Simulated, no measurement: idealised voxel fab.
Process module name: voxel transistor to metal
Displayed cross-section: cut, width of 200 nm, square cells sized 5 nm.
Heads up, the way a cross-section reads in here is a grid of square cells, handed over as bands from the top down, with every band being one or more rows of cells.
For a band, the entry starts with two heights in nm, that of the top and then that of the bottom, and carries on with the band's materials in order from left to right, each alongside its width in nm; the word "everywhere" beside a single material means it fills the band edge to edge, and "blank" means empty space.
Ref level 0: as-received wafer is one material below here. Bottom band extends down with no lower bound ("z 0 and below").
The width entry "30..40" should be interpreted row by row: the top row of cells in the band takes the first number, the bottom row takes the second number, and the change between adjacent rows is uniform throughout.
What does "identical to before" mean for a step? It means no cell of the cross-section changed in that step.
"Fully closed voids" means: voids of 8 cells or more that are shut off from the top with no open way through. Written width x height at distance, distance from the left edge, in nm.
Where a step's line continues beyond its settings, the continuation is a remark by the simulator itself on that step.
overlay nm: mask right of planned place by this much (step with mask). Neg. = left.

HERE'S WHAT THE PLANNED PROCESS STEPS LOOK LIKE
| 1 | RECEIVE,material Si |
| 2 | CONFORMAL_DEP,material SiO2,thk nm 5 |
| 3 | CONFORMAL_DEP,material SiN,thk nm 15 |
| 4 | PATTERN,tone cover,mask id ACTIVE,material resist,width nm 105,thk nm 15,overlay nm 0 |
| 5 | DIRECTIONAL_ETCH,etch materials SiN,depth nm 15 |
| 6 | DIRECTIONAL_ETCH,etch materials SiO2,depth nm 5 |
| 7 | DIRECTIONAL_ETCH,etch materials Si,depth nm 35 |
| 8 | STRIP,etch materials resist |
| 9 | OXIDIZE,depth nm 5 |
| 10 | FILL_DEP,material SiO2,thk nm 5 |
| 11 | CMP,height nm 20 |
| 12 | SELECTIVE_ETCH,etch materials SiO2,depth nm 15 |
| 13 | STRIP,etch materials SiN |
| 14 | SELECTIVE_ETCH,etch materials SiO2,depth nm 5 |
| 15 | OXIDIZE,depth nm 5 |
| 16 | DIRECTIONAL_DEP,material polySi,thk nm 30 |
| 17 | DIRECTIONAL_DEP,material SiCN,thk nm 15 |
| 18 | DIRECTIONAL_DEP,material aC,thk nm 15 |
| 19 | PATTERN,tone cover,mask id GATE,material resist,width nm 15,thk nm 30,overlay nm 0 |
| 20 | DIRECTIONAL_ETCH,etch materials aC,depth nm 15 |
| 21 | STRIP,etch materials resist |
| 22 | DIRECTIONAL_ETCH,etch materials SiCN,depth nm 25 |
| 23 | DIRECTIONAL_ETCH,etch materials polySi,depth nm 40 |
| 24 | STRIP,etch materials aC |
| 25 | CONFORMAL_DEP,material SiN,thk nm 10 |
| 26 | DIRECTIONAL_ETCH,etch materials SiN,depth nm 10 |
| 27 | DIRECTIONAL_ETCH,etch materials SiO2,depth nm 5 |
| 28 | DIRECTIONAL_ETCH,etch materials Si,depth nm 10 |
| 29 | EPI,material pSi,thk nm 15 |
| 30 | FILL_DEP,material SiO2,thk nm 5 |
| 31 | CMP,height nm 45 |
| 32 | DIRECTIONAL_DEP,material SiO2,thk nm 10 |
| 33 | MASKED_ETCH,tone open,mask id CONTACT,width nm 20,pitch nm 75,etch materials SiO2,depth nm 55,overlay nm -15 |
| 34 | CONFORMAL_DEP,material TiN,thk nm 5 |
| 35 | FILL_DEP,material Ru,thk nm 10 |
| 36 | CMP,height nm 55 |
| 37 | CONFORMAL_DEP,material SiCN,thk nm 5 |
| 38 | DIRECTIONAL_DEP,material SiO2,thk nm 20 |
| 39 | MASKED_ETCH,tone open,mask id METAL_1,width nm 20,pitch nm 75,etch materials SiO2,depth nm 20,overlay nm 0 |
| 40 | MASKED_ETCH,tone open,mask id METAL_1,width nm 20,pitch nm 75,etch materials SiCN,depth nm 5,overlay nm 0 |
| 41 | CONFORMAL_DEP,material TiN,thk nm 5 |
| 42 | FILL_DEP,material Cu,thk nm 5 |
| 43 | CMP,height nm 80 |
| 44 | CONFORMAL_DEP,material SiCN,thk nm 5 |
| 45 | DIRECTIONAL_DEP,material lowk,thk nm 35 |
| 46 | PATTERN,tone open,mask id METAL_2,material resist,width nm 20,pitch nm 75,thk nm 15,overlay nm 0 |
| 47 | DIRECTIONAL_ETCH,etch materials lowk,depth nm 20 |
| 48 | STRIP,etch materials resist |
| 49 | MASKED_ETCH,tone open,mask id METAL_2_HOLES,width nm 15,pitch nm 75,etch materials lowk,depth nm 15,overlay nm 0 |
| 50 | MASKED_ETCH,tone open,mask id METAL_2_HOLES,width nm 15,pitch nm 75,etch materials SiCN,depth nm 5,overlay nm 0 |
| 51 | CONFORMAL_DEP,material TiN,thk nm 5 |
| 52 | FILL_DEP,material Ru,thk nm 5 |
| 53 | CMP,height nm 120 |
| 54 | CONFORMAL_DEP,material SiN,thk nm 5 |
The plan shows the overlay nm of step 33 as the first wafer had it; this setting differs between the wafers, which start out alike.

SO THIS IS THE FIRST OF SEVERAL WAFERS, CROSS-SECTIONED AS IT CAME TO US, MEANING IT'S AT THE END OF STEP 1
z 0 and below = Si everywhere
Fully closed voids: none

THE CROSS-SECTION OF THE FIRST OF SEVERAL WAFERS IS GIVEN BELOW FOR THE END OF THE MODULE, AFTER ITS FINAL STEP, STEP 54
z 125 to 120 = SiN everywhere
z 120 to 105 = lowk=50, then TiN=5, then Ru=10, then TiN=5, then lowk=55, then TiN=5, then Ru=10, then TiN=5, then lowk=55
z 105 to 100 = lowk=50, then TiN=5, then Ru=5, then TiN=10, then lowk=55, then TiN=5, then Ru=5, then TiN=10, then lowk=55
z 100 to 85 = lowk=50, then TiN=5, then Ru=5, then TiN=5, then lowk=60, then TiN=5, then Ru=5, then TiN=5, then lowk=60
z 85 to 80 = SiCN=50, then TiN=15, then SiCN=60, then TiN=15, then SiCN=60
z 80 to 60 = SiO2=50, then TiN=5, then Cu=10, then TiN=5, then SiO2=55, then TiN=5, then Cu=10, then TiN=5, then SiO2=55
z 60 to 55 = SiCN=50, then TiN=20, then SiCN=55, then TiN=20, then SiCN=55
z 55 to 45 = SiO2=35, then TiN=5, then Ru=10, then TiN=5, then SiO2=55, then TiN=5..10, then Ru=10..5, then TiN=5, then SiO2=70
z 45 to 30 = SiO2=35, then TiN=5, then Ru=10, then TiN=5, then SiO2=25, then SiN=10, then SiCN=15, then SiN=10, then TiN=5, then Ru=5, then TiN=5, then SiO2=70
z 30 to 15 = SiO2=35, then TiN=5, then Ru=10, then TiN=5, then SiO2=25, then SiN=10, then polySi=15, then SiN=10, then TiN=5, then Ru=5, then TiN=5, then SiO2=70
z 15 to 10 = SiO2=35, then TiN=5, then Ru=10, then TiN=5, then SiO2=25, then SiN=10, then polySi=15, then SiN=10, then TiN=15, then SiO2=70
z 10 to 5 = SiO2=35, then TiN=5, then Ru=10, then TiN=5, then SiO2=10, then pSi=15, then SiN=10, then polySi=15, then SiN=10, then pSi=15, then SiO2=70
z 5 to 0 = SiO2=35, then TiN=20, then SiO2=10, then pSi=15, then SiN=10, then polySi=15, then SiN=10, then pSi=15, then SiO2=70
z 0 to -5 = SiO2=45, then pSi=35, then SiO2=35, then pSi=35, then SiO2=50
z -5 to -15 = SiO2=50, then pSi=30, then Si=35, then pSi=30, then SiO2=55
z -15 to -40 = SiO2=50, then Si=95, then SiO2=55
z -40 and below = Si everywhere
Fully closed voids: none

LAST WAFER OF THE SET, CROSS-SECTIONED AT END OF MODULE
z 125 to 120 = SiN everywhere
z 120 to 105 = lowk=50, then TiN=5, then Ru=10, then TiN=5, then lowk=55, then TiN=5, then Ru=10, then TiN=5, then lowk=55
z 105 to 100 = lowk=50, then TiN=5, then Ru=5, then TiN=10, then lowk=55, then TiN=5, then Ru=5, then TiN=10, then lowk=55
z 100 to 85 = lowk=50, then TiN=5, then Ru=5, then TiN=5, then lowk=60, then TiN=5, then Ru=5, then TiN=5, then lowk=60
z 85 to 80 = SiCN=50, then TiN=15, then SiCN=60, then TiN=15, then SiCN=60
z 80 to 60 = SiO2=50, then TiN=5, then Cu=10, then TiN=5, then SiO2=55, then TiN=5, then Cu=10, then TiN=5, then SiO2=55
z 60 to 55 = SiCN=50, then TiN=20, then SiCN=55, then TiN=20, then SiCN=55
z 55 to 45 = SiO2=65, then TiN=5, then Ru=10..5, then TiN=5..10, then SiO2=55, then TiN=5, then Ru=10, then TiN=5, then SiO2=40
z 45 to 30 = SiO2=65, then TiN=5, then Ru=5, then TiN=5, then SiN=10, then SiCN=15, then SiN=10, then SiO2=25, then TiN=5, then Ru=10, then TiN=5, then SiO2=40
z 30 to 15 = SiO2=65, then TiN=5, then Ru=5, then TiN=5, then SiN=10, then polySi=15, then SiN=10, then SiO2=25, then TiN=5, then Ru=10, then TiN=5, then SiO2=40
z 15 to 10 = SiO2=65, then TiN=15, then SiN=10, then polySi=15, then SiN=10, then SiO2=25, then TiN=5, then Ru=10, then TiN=5, then SiO2=40
z 10 to 5 = SiO2=65, then pSi=15, then SiN=10, then polySi=15, then SiN=10, then pSi=15, then SiO2=10, then TiN=5, then Ru=10, then TiN=5, then SiO2=40
z 5 to 0 = SiO2=65, then pSi=15, then SiN=10, then polySi=15, then SiN=10, then pSi=15, then SiO2=10, then TiN=20, then SiO2=40
z 0 to -5 = SiO2=45, then pSi=35, then SiO2=35, then pSi=35, then SiO2=50
z -5 to -15 = SiO2=50, then pSi=30, then Si=35, then pSi=30, then SiO2=55
z -15 to -40 = SiO2=50, then Si=95, then SiO2=55
z -40 and below = Si everywhere
Fully closed voids: none

EVERY ROW IN THIS TABLE IS A WAFER AT THE END OF THE MODULE, AND IT GIVES, FOR EACH OF THE MATERIALS, THE CELLS THAT WAFER HAS GAINED (+) OR LOST (-) SINCE IT WAS RECEIVED, THEN ITS CLOSED VOIDS
overlay nm -15 | +16 Cu | +49 Ru | -211 Si | +75 SiCN | +76 SiN | +593 SiO2 | +104 TiN | +230 lowk | +50 pSi | +18 polySi | Fully closed voids: none
overlay nm -10 | +16 Cu | +56 Ru | -211 Si | +75 SiCN | +76 SiN | +584 SiO2 | +106 TiN | +230 lowk | +50 pSi | +18 polySi | Fully closed voids: none
overlay nm -5 | +16 Cu | +56 Ru | -211 Si | +75 SiCN | +76 SiN | +582 SiO2 | +108 TiN | +230 lowk | +50 pSi | +18 polySi | Fully closed voids: none
overlay nm 0 | +16 Cu | +56 Ru | -211 Si | +75 SiCN | +76 SiN | +582 SiO2 | +108 TiN | +230 lowk | +50 pSi | +18 polySi | Fully closed voids: none
overlay nm 5 | +16 Cu | +56 Ru | -211 Si | +75 SiCN | +76 SiN | +582 SiO2 | +108 TiN | +230 lowk | +50 pSi | +18 polySi | Fully closed voids: none
overlay nm 10 | +16 Cu | +56 Ru | -211 Si | +75 SiCN | +76 SiN | +584 SiO2 | +106 TiN | +230 lowk | +50 pSi | +18 polySi | Fully closed voids: none
overlay nm 15 | +16 Cu | +49 Ru | -211 Si | +75 SiCN | +76 SiN | +593 SiO2 | +104 TiN | +230 lowk | +50 pSi | +18 polySi | Fully closed voids: none
